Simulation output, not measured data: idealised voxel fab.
You're looking at the process module voxel tone inversion.
Section shown: cut. Width: 175 nm. Cell size: 5 nm, square.
For the purposes of this document, a cross-section shall be understood as a grid of square cells, specified as bands listed in top-to-bottom order, each band consisting of one or more rows of cells.
A band entry consists of two parts. The first gives the height of the band's top and the height of its bottom, in nm. The rest lists the band's materials from left to right, each with its width in nm. A single material labelled with the word "everywhere" fills the band from edge to edge, and the word "empty" marks empty space.
Ref level 0: as-received wafer is one material below here. Bottom band extends down with no lower bound ("0 nm and below").
When a width is written as two numbers, as in "30->40", the first number is the width in the top row of cells of the band and the second is the width in its bottom row, and the width changes by the same amount from each row to the next.
The cross-section has no changed cell in any step marked "no alterations made".
"Closed void inventory" - sealed voids, min. 8 cells, no opening to top; format: width x height at distance (distance from left edge; nm throughout).
Formally, on a step line, whatever follows the settings is a remark that the simulator itself makes on the step.
"overlay nm", when on a step's line for a step with a mask, measures how far to the right of its planned place the mask lay; a negative measure means to the left.

The following list gives the planned process steps
1: RECEIVE: material Si
2: CONFORMAL_DEP: material SiCN, thk nm 10
3: DIRECTIONAL_DEP: material polySi, thk nm 25
4: PATTERN: tone cover, mask id POSTS, material resist, width nm 25, pitch nm 50, thk nm 35, overlay nm 0
5: DIRECTIONAL_ETCH: etch materials polySi, depth nm 25
6: STRIP: etch materials resist
7: FILL_DEP: material SiO2, thk nm 10
8: CMP: height nm 35
9: STRIP: etch materials polySi
10: CONFORMAL_DEP: material TiN, thk nm 5
11: FILL_DEP: material Cu, thk nm 10
12: CMP: height nm 35
13: CONFORMAL_DEP: material SiCN, thk nm 5

First wafer out of two, processed as planned

Incoming wafer, cross-sectional view, post step 1
0 nm and below  Si everywhere
Closed void inventory: none

After step 2, in cross-section
10 nm to 0 nm  SiCN everywhere
Below 0 it's all the same as before, nothing changed down there.

After step 3, in cross-section
35 nm to 10 nm  polySi everywhere
Below 10 it's all the same as before, nothing changed down there.

After step 4, in cross-section
70 nm to 35 nm  empty=25  resist=25  empty=25  resist=25  empty=25  resist=25  empty=25
Below 35 it's all the same as before, nothing changed down there.

After step 5, in cross-section
70 nm to 35 nm  empty=25  resist=25  empty=25  resist=25  empty=25  resist=25  empty=25
35 nm to 10 nm  empty=25  polySi=25  empty=25  polySi=25  empty=25  polySi=25  empty=25
Below 10 it's all the same as before, nothing changed down there.

After step 6, in cross-section
35 nm to 10 nm  empty=25  polySi=25  empty=25  polySi=25  empty=25  polySi=25  empty=25
Below 10 it's all the same as before, nothing changed down there.

After step 7, in cross-section
45 nm to 35 nm  SiO2 everywhere
35 nm to 10 nm  SiO2=25  polySi=25  SiO2=25  polySi=25  SiO2=25  polySi=25  SiO2=25
Below 10 it's all the same as before, nothing changed down there.

After step 8, in cross-section
35 nm to 10 nm  SiO2=25  polySi=25  SiO2=25  polySi=25  SiO2=25  polySi=25  SiO2=25
Below 10 it's all the same as before, nothing changed down there.

After step 9, in cross-section
35 nm to 10 nm  SiO2=25  empty=25  SiO2=25  empty=25  SiO2=25  empty=25  SiO2=25
Below 10 it's all the same as before, nothing changed down there.

After step 10, in cross-section
40 nm to 35 nm  TiN=30  empty=15  TiN=35  empty=15  TiN=35  empty=15  TiN=30
35 nm to 15 nm  SiO2=25  TiN=5  empty=15  TiN=5  SiO2=25  TiN=5  empty=15  TiN=5  SiO2=25  TiN=5  empty=15  TiN=5  SiO2=25
15 nm to 10 nm  SiO2=25  TiN=25  SiO2=25  TiN=25  SiO2=25  TiN=25  SiO2=25
Below 10 it's all the same as before, nothing changed down there.

After step 11, in cross-section
50 nm to 40 nm  Cu everywhere
40 nm to 35 nm  TiN=30  Cu=15  TiN=35  Cu=15  TiN=35  Cu=15  TiN=30
35 nm to 15 nm  SiO2=25  TiN=5  Cu=15  TiN=5  SiO2=25  TiN=5  Cu=15  TiN=5  SiO2=25  TiN=5  Cu=15  TiN=5  SiO2=25
Below 15 it's all the same as before, nothing changed down there.

After step 12, in cross-section
35 nm to 15 nm  SiO2=25  TiN=5  Cu=15  TiN=5  SiO2=25  TiN=5  Cu=15  TiN=5  SiO2=25  TiN=5  Cu=15  TiN=5  SiO2=25
Below 15 it's all the same as before, nothing changed down there.

After step 13, in cross-section
40 nm to 35 nm  SiCN everywhere
Below 35 it's all the same as before, nothing changed down there.

Second of two: same start, same plan, one run error; steps up to and including 3 match the first

Look at the second wafer in cross-section at the time step 4 ought to have finished
70 nm to 35 nm  empty=35  resist=25  empty=25  resist=25  empty=25  resist=25  empty=15
Below 35 it's all the same as before, nothing changed down there.

Look at the second wafer in cross-section at the time step 5 ought to have finished
70 nm to 35 nm  empty=35  resist=25  empty=25  resist=25  empty=25  resist=25  empty=15
35 nm to 10 nm  empty=35  polySi=25  empty=25  polySi=25  empty=25  polySi=25  empty=15
Below 10 it's all the same as before, nothing changed down there.

Look at the second wafer in cross-section at the time step 6 ought to have finished
35 nm to 10 nm  empty=35  polySi=25  empty=25  polySi=25  empty=25  polySi=25  empty=15
Below 10 it's all the same as before, nothing changed down there.

Look at the second wafer in cross-section at the time step 7 ought to have finished
45 nm to 35 nm  SiO2 everywhere
35 nm to 10 nm  SiO2=35  polySi=25  SiO2=25  polySi=25  SiO2=25  polySi=25  SiO2=15
Below 10 it's all the same as before, nothing changed down there.

Look at the second wafer in cross-section at the time step 8 ought to have finished
35 nm to 10 nm  SiO2=35  polySi=25  SiO2=25  polySi=25  SiO2=25  polySi=25  SiO2=15
Below 10 it's all the same as before, nothing changed down there.

Look at the second wafer in cross-section at the time step 9 ought to have finished
35 nm to 10 nm  SiO2=35  empty=25  SiO2=25  empty=25  SiO2=25  empty=25  SiO2=15
Below 10 it's all the same as before, nothing changed down there.

Look at the second wafer in cross-section at the time step 10 ought to have finished
40 nm to 35 nm  TiN=40  empty=15  TiN=35  empty=15  TiN=35  empty=15  TiN=20
35 nm to 15 nm  SiO2=35  TiN=5  empty=15  TiN=5  SiO2=25  TiN=5  empty=15  TiN=5  SiO2=25  TiN=5  empty=15  TiN=5  SiO2=15
15 nm to 10 nm  SiO2=35  TiN=25  SiO2=25  TiN=25  SiO2=25  TiN=25  SiO2=15
Below 10 it's all the same as before, nothing changed down there.

Look at the second wafer in cross-section at the time step 11 ought to have finished
50 nm to 40 nm  Cu everywhere
40 nm to 35 nm  TiN=40  Cu=15  TiN=35  Cu=15  TiN=35  Cu=15  TiN=20
35 nm to 15 nm  SiO2=35  TiN=5  Cu=15  TiN=5  SiO2=25  TiN=5  Cu=15  TiN=5  SiO2=25  TiN=5  Cu=15  TiN=5  SiO2=15
Below 15 it's all the same as before, nothing changed down there.

Look at the second wafer in cross-section at the time step 12 ought to have finished
35 nm to 15 nm  SiO2=35  TiN=5  Cu=15  TiN=5  SiO2=25  TiN=5  Cu=15  TiN=5  SiO2=25  TiN=5  Cu=15  TiN=5  SiO2=15
Below 15 it's all the same as before, nothing changed down there.

Look at the second wafer in cross-section at the time step 13 ought to have finished
40 nm to 35 nm  SiCN everywhere
Below 35 it's all the same as before, nothing changed down there.
Deviation noted in wafer processing: it should be noted that step 4 was executed with settings other than those planned, the operation and settings actually applied being PATTERN: tone cover, mask id POSTS, material resist, width nm 25, pitch nm 50, thk nm 35, overlay nm 10
So at the finish, the second wafer's got exactly as many cells of each material as the first, just not in the same spots.
